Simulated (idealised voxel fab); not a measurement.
process module | voxel quadruple lines
cross-section cut | 175 nm wide | cells 5 nm
A cross-section is a grid of square cells, given in bands from the top down. A band is one or more rows of cells.
Each band's line starts with the height of the band's top and of its bottom, in nm. Then come its materials from left to right, each with its width in nm. One material with "throughout" fills the band from edge to edge. "air" is empty space.
Height 0 is the level under which the wafer as received is all one material. The lowest band goes on downwards, as in "0 down".
A width such as "30 to 40" changes by the same amount from each row of cells to the next, from the band's top row to its bottom row.
"no change" after a step means that no cell of the cross-section changed.
closed voids: empty space of 8 cells or more with no open way to the top, each as width x height at its distance from the left edge, in nm
after a step's settings: what the simulator itself notes on the step
overlay nm, on a step with a mask: how far to the right of its planned place the mask lay; to the left if negative
plan
1 op RECEIVE | material Si
2 op CONFORMAL_DEP | material SiO2 | thk nm 10
3 op DIRECTIONAL_DEP | material TiN | thk nm 15
4 op DIRECTIONAL_DEP | material polySi | thk nm 20
5 op DIRECTIONAL_DEP | material aC | thk nm 25
6 op PATTERN | tone cover | mask id MANDREL | material resist | width nm 25 | pitch nm 80 | thk nm 30 | overlay nm 0
7 op DIRECTIONAL_ETCH | etch materials aC | depth nm 25
8 op STRIP | etch materials resist
9 op CONFORMAL_DEP | material SiO2 | thk nm 15
10 op DIRECTIONAL_ETCH | etch materials SiO2 | depth nm 15
11 op STRIP | etch materials aC
12 op DIRECTIONAL_ETCH | etch materials polySi | depth nm 20
13 op STRIP | etch materials SiO2
14 op CONFORMAL_DEP | material SiN | thk nm 5
15 op DIRECTIONAL_ETCH | etch materials SiN | depth nm 5
16 op STRIP | etch materials polySi
17 op DIRECTIONAL_ETCH | etch materials TiN | depth nm 15
18 op STRIP | etch materials SiN
19 op FILL_DEP | material lowk | thk nm 10
20 op CMP | height nm 25
first wafer, as planned
as received, after step 1
  0 down: Si throughout
  closed voids: none
after step 2
  10 to 0: SiO2 throughout
  below 0: unchanged
after step 3
  25 to 10: TiN throughout
  below 10: unchanged
after step 4
  45 to 25: polySi throughout
  below 25: unchanged
after step 5
  70 to 45: aC throughout
  below 45: unchanged
after step 6
  100 to 70: air 35 | resist 25 | air 55 | resist 25 | air 35
  below 70: unchanged
after step 7
  75 to 70: air 35 | resist 25 | air 55 | resist 25 | air 35
  70 to 45: air 35 | aC 25 | air 55 | aC 25 | air 35
  below 45: unchanged
after step 8
  70 to 45: air 35 | aC 25 | air 55 | aC 25 | air 35
  below 45: unchanged
after step 9
  85 to 70: air 20 | SiO2 55 | air 25 | SiO2 55 | air 20
  70 to 60: air 20 | SiO2 15 | aC 25 | SiO2 15 | air 25 | SiO2 15 | aC 25 | SiO2 15 | air 20
  60 to 45: SiO2 35 | aC 25 | SiO2 55 | aC 25 | SiO2 35
  below 45: unchanged
after step 10
  70 to 45: air 20 | SiO2 15 | aC 25 | SiO2 15 | air 25 | SiO2 15 | aC 25 | SiO2 15 | air 20
  below 45: unchanged
after step 11
  70 to 45: air 20 | SiO2 15 | air 25 | SiO2 15 | air 25 | SiO2 15 | air 25 | SiO2 15 | air 20
  below 45: unchanged
after step 12
  70 to 45: air 20 | SiO2 15 | air 25 | SiO2 15 | air 25 | SiO2 15 | air 25 | SiO2 15 | air 20
  45 to 25: air 20 | polySi 15 | air 25 | polySi 15 | air 25 | polySi 15 | air 25 | polySi 15 | air 20
  below 25: unchanged
after step 13
  45 to 25: air 20 | polySi 15 | air 25 | polySi 15 | air 25 | polySi 15 | air 25 | polySi 15 | air 20
  below 25: unchanged
after step 14
  50 to 45: air 15 | SiN 25 | air 15 | SiN 25 | air 15 | SiN 25 | air 15 | SiN 25 | air 15
  45 to 30: air 15 | SiN 5 | polySi 15 | SiN 5 | air 15 | SiN 5 | polySi 15 | SiN 5 | air 15 | SiN 5 | polySi 15 | SiN 5 | air 15 | SiN 5 | polySi 15 | SiN 5 | air 15
  30 to 25: SiN 20 | polySi 15 | SiN 25 | polySi 15 | SiN 25 | polySi 15 | SiN 25 | polySi 15 | SiN 20
  below 25: unchanged
after step 15
  45 to 25: air 15 | SiN 5 | polySi 15 | SiN 5 | air 15 | SiN 5 | polySi 15 | SiN 5 | air 15 | SiN 5 | polySi 15 | SiN 5 | air 15 | SiN 5 | polySi 15 | SiN 5 | air 15
  below 25: unchanged
after step 16
  45 to 25: air 15 | SiN 5 | air 15 | SiN 5 | air 15 | SiN 5 | air 15 | SiN 5 | air 15 | SiN 5 | air 15 | SiN 5 | air 15 | SiN 5 | air 15 | SiN 5 | air 15
  below 25: unchanged
after step 17
  45 to 25: air 15 | SiN 5 | air 15 | SiN 5 | air 15 | SiN 5 | air 15 | SiN 5 | air 15 | SiN 5 | air 15 | SiN 5 | air 15 | SiN 5 | air 15 | SiN 5 | air 15
  25 to 10: air 15 | TiN 5 | air 15 | TiN 5 | air 15 | TiN 5 | air 15 | TiN 5 | air 15 | TiN 5 | air 15 | TiN 5 | air 15 | TiN 5 | air 15 | TiN 5 | air 15
  below 10: unchanged
after step 18
  25 to 10: air 15 | TiN 5 | air 15 | TiN 5 | air 15 | TiN 5 | air 15 | TiN 5 | air 15 | TiN 5 | air 15 | TiN 5 | air 15 | TiN 5 | air 15 | TiN 5 | air 15
  below 10: unchanged
after step 19
  35 to 25: lowk throughout
  25 to 10: lowk 15 | TiN 5 | lowk 15 | TiN 5 | lowk 15 | TiN 5 | lowk 15 | TiN 5 | lowk 15 | TiN 5 | lowk 15 | TiN 5 | lowk 15 | TiN 5 | lowk 15 | TiN 5 | lowk 15
  below 10: unchanged
after step 20
  25 to 10: lowk 15 | TiN 5 | lowk 15 | TiN 5 | lowk 15 | TiN 5 | lowk 15 | TiN 5 | lowk 15 | TiN 5 | lowk 15 | TiN 5 | lowk 15 | TiN 5 | lowk 15 | TiN 5 | lowk 15
  below 10: unchanged
second wafer: like start, like plan, one mistake. Through step 1 it matches the first wafer
when step 2 should have ended
  10 to 0: TiN throughout
  below 0: unchanged
when step 3 should have ended
  25 to 0: TiN throughout
  below 0: unchanged
when step 4 should have ended
  45 to 25: polySi throughout
  below 25: unchanged
when step 5 should have ended
  70 to 45: aC throughout
  below 45: unchanged
when step 6 should have ended
  100 to 70: air 35 | resist 25 | air 55 | resist 25 | air 35
  below 70: unchanged
when step 7 should have ended
  75 to 70: air 35 | resist 25 | air 55 | resist 25 | air 35
  70 to 45: air 35 | aC 25 | air 55 | aC 25 | air 35
  below 45: unchanged
when step 8 should have ended
  70 to 45: air 35 | aC 25 | air 55 | aC 25 | air 35
  below 45: unchanged
when step 9 should have ended
  85 to 70: air 20 | SiO2 55 | air 25 | SiO2 55 | air 20
  70 to 60: air 20 | SiO2 15 | aC 25 | SiO2 15 | air 25 | SiO2 15 | aC 25 | SiO2 15 | air 20
  60 to 45: SiO2 35 | aC 25 | SiO2 55 | aC 25 | SiO2 35
  below 45: unchanged
when step 10 should have ended
  70 to 45: air 20 | SiO2 15 | aC 25 | SiO2 15 | air 25 | SiO2 15 | aC 25 | SiO2 15 | air 20
  below 45: unchanged
when step 11 should have ended
  70 to 45: air 20 | SiO2 15 | air 25 | SiO2 15 | air 25 | SiO2 15 | air 25 | SiO2 15 | air 20
  below 45: unchanged
when step 12 should have ended
  70 to 45: air 20 | SiO2 15 | air 25 | SiO2 15 | air 25 | SiO2 15 | air 25 | SiO2 15 | air 20
  45 to 25: air 20 | polySi 15 | air 25 | polySi 15 | air 25 | polySi 15 | air 25 | polySi 15 | air 20
  below 25: unchanged
when step 13 should have ended
  45 to 25: air 20 | polySi 15 | air 25 | polySi 15 | air 25 | polySi 15 | air 25 | polySi 15 | air 20
  below 25: unchanged
when step 14 should have ended
  50 to 45: air 15 | SiN 25 | air 15 | SiN 25 | air 15 | SiN 25 | air 15 | SiN 25 | air 15
  45 to 30: air 15 | SiN 5 | polySi 15 | SiN 5 | air 15 | SiN 5 | polySi 15 | SiN 5 | air 15 | SiN 5 | polySi 15 | SiN 5 | air 15 | SiN 5 | polySi 15 | SiN 5 | air 15
  30 to 25: SiN 20 | polySi 15 | SiN 25 | polySi 15 | SiN 25 | polySi 15 | SiN 25 | polySi 15 | SiN 20
  below 25: unchanged
when step 15 should have ended
  45 to 25: air 15 | SiN 5 | polySi 15 | SiN 5 | air 15 | SiN 5 | polySi 15 | SiN 5 | air 15 | SiN 5 | polySi 15 | SiN 5 | air 15 | SiN 5 | polySi 15 | SiN 5 | air 15
  below 25: unchanged
when step 16 should have ended
  45 to 25: air 15 | SiN 5 | air 15 | SiN 5 | air 15 | SiN 5 | air 15 | SiN 5 | air 15 | SiN 5 | air 15 | SiN 5 | air 15 | SiN 5 | air 15 | SiN 5 | air 15
  below 25: unchanged
when step 17 should have ended
  45 to 25: air 15 | SiN 5 | air 15 | SiN 5 | air 15 | SiN 5 | air 15 | SiN 5 | air 15 | SiN 5 | air 15 | SiN 5 | air 15 | SiN 5 | air 15 | SiN 5 | air 15
  25 to 10: air 15 | TiN 5 | air 15 | TiN 5 | air 15 | TiN 5 | air 15 | TiN 5 | air 15 | TiN 5 | air 15 | TiN 5 | air 15 | TiN 5 | air 15 | TiN 5 | air 15
  below 10: unchanged
when step 18 should have ended
  25 to 10: air 15 | TiN 5 | air 15 | TiN 5 | air 15 | TiN 5 | air 15 | TiN 5 | air 15 | TiN 5 | air 15 | TiN 5 | air 15 | TiN 5 | air 15 | TiN 5 | air 15
  below 10: unchanged
when step 19 should have ended
  35 to 25: lowk throughout
  25 to 10: lowk 15 | TiN 5 | lowk 15 | TiN 5 | lowk 15 | TiN 5 | lowk 15 | TiN 5 | lowk 15 | TiN 5 | lowk 15 | TiN 5 | lowk 15 | TiN 5 | lowk 15 | TiN 5 | lowk 15
  below 10: unchanged
when step 20 should have ended
  25 to 10: lowk 15 | TiN 5 | lowk 15 | TiN 5 | lowk 15 | TiN 5 | lowk 15 | TiN 5 | lowk 15 | TiN 5 | lowk 15 | TiN 5 | lowk 15 | TiN 5 | lowk 15 | TiN 5 | lowk 15
  below 10: unchanged
what went wrong: step 2 ran as: op CONFORMAL_DEP | material TiN | thk nm 10
at the end the second wafer has, in cells: 70 fewer of SiO2 | 70 more of TiN
